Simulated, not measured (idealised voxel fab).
This is a process module. Its name is voxel self aligned vias.
We display cut, a cross-section 215 nm in width whose square cells are each 5 nm.
Reading order for cross-sections: top band down to bottom band. Underlying form: a grid of square cells. Band size: one or more rows of cells.
This entry defines a band. It first specifies the height of the band's top and the height of its bottom in nm, and then specifies the band's materials from left to right, stating each material with its width in nm. The word "full width" identifies a single material that fills the band from edge to edge, while the word "air" identifies empty space.
Ref level 0: as-received wafer is one material below here. Bottom band extends down with no lower bound ("0 nm and below").
A two-number width, for instance "30..40", indicates that the width is equal to the first number in the top row of the band and to the second number in the bottom row, and that it changes by a constant amount per row of cells.
Step note "remains unaltered" = no cross-section cell changed.
The label "Enclosed void listing" introduces a list of the empty spaces, 8 cells or larger, that have no open way up to the top; each entry in it reads width x height at distance, where the distance is taken from the left edge and all three are stated in nm.
after a step's settings: what the simulator itself notes on the step
overlay nm: mask right of planned place by this much (step with mask). Neg. = left.

**So here's the lineup of process steps we planned**
1,RECEIVE | material Si
2,CONFORMAL_DEP | material SiO2 | thk nm 15
3,CONFORMAL_DEP | material SiCN | thk nm 5
4,DIRECTIONAL_DEP | material SiO2 | thk nm 30
5,DIRECTIONAL_DEP | material aC | thk nm 15
6,PATTERN | tone open | mask id LINES | material resist | width nm 25 | pitch nm 65 | thk nm 30 | overlay nm 0
7,DIRECTIONAL_ETCH | etch materials aC | depth nm 15
8,STRIP | etch materials resist
9,DIRECTIONAL_ETCH | etch materials SiO2 | depth nm 30
10,STRIP | etch materials aC
11,CONFORMAL_DEP | material TiN | thk nm 5
12,FILL_DEP | material Ru | thk nm 5
13,CMP | height nm 50
14,SELECTIVE_ETCH | etch materials W Ru TiN | depth nm 5
15,FILL_DEP | material SiN | thk nm 10
16,CMP | height nm 50
17,DIRECTIONAL_DEP | material SiO2 | thk nm 20
18,PATTERN | tone open | mask id VIAS | material resist | width nm 35 | pitch nm 65 | thk nm 15 | overlay nm 0
19,DIRECTIONAL_ETCH | etch materials SiO2 | depth nm 20
20,DIRECTIONAL_ETCH | etch materials SiN | depth nm 5
21,STRIP | etch materials resist
22,CONFORMAL_DEP | material TiN | thk nm 5
23,FILL_DEP | material W | thk nm 10
24,CMP | height nm 70
25,CONFORMAL_DEP | material SiCN | thk nm 5

**Incoming wafer, cross-sectional view, post step 1**
* 0 nm and below = Si full width
* Enclosed void listing: none

**End-of-module cross-section. Starting structure and process plan as above; one mistake made in running it**
* 75 nm to 70 nm = SiCN full width
* 70 nm to 55 nm = SiO2 (25) | TiN (5) | W (25) | TiN (5) | SiO2 (30) | TiN (5) | W (25) | TiN (5) | SiO2 (30) | TiN (5) | W (25) | TiN (5) | SiO2 (25)
* 55 nm to 50 nm = SiO2 (25) | TiN (10) | W (15) | TiN (10) | SiO2 (30) | TiN (10) | W (15) | TiN (10) | SiO2 (30) | TiN (10) | W (15) | TiN (10) | SiO2 (25)
* 50 nm to 45 nm = SiO2 (30) | TiN (25) | SiO2 (40) | TiN (25) | SiO2 (40) | TiN (25) | SiO2 (30)
* 45 nm to 40 nm = SiO2 (30) | TiN (5) | Ru (15) | TiN (5) | SiO2 (40) | TiN (5) | Ru (15) | TiN (5) | SiO2 (40) | TiN (5) | Ru (15) | TiN (5) | SiO2 (30)
* 40 nm to 35 nm = SiO2 (30) | TiN (25) | SiO2 (40) | TiN (25) | SiO2 (40) | TiN (25) | SiO2 (30)
* 35 nm to 30 nm = SiCN full width
* 30 nm to 0 nm = SiO2 full width
* 0 nm and below = Si full width
* Enclosed void listing: none
Where did the run depart from the plan? twice over, step 2 of the plan was run
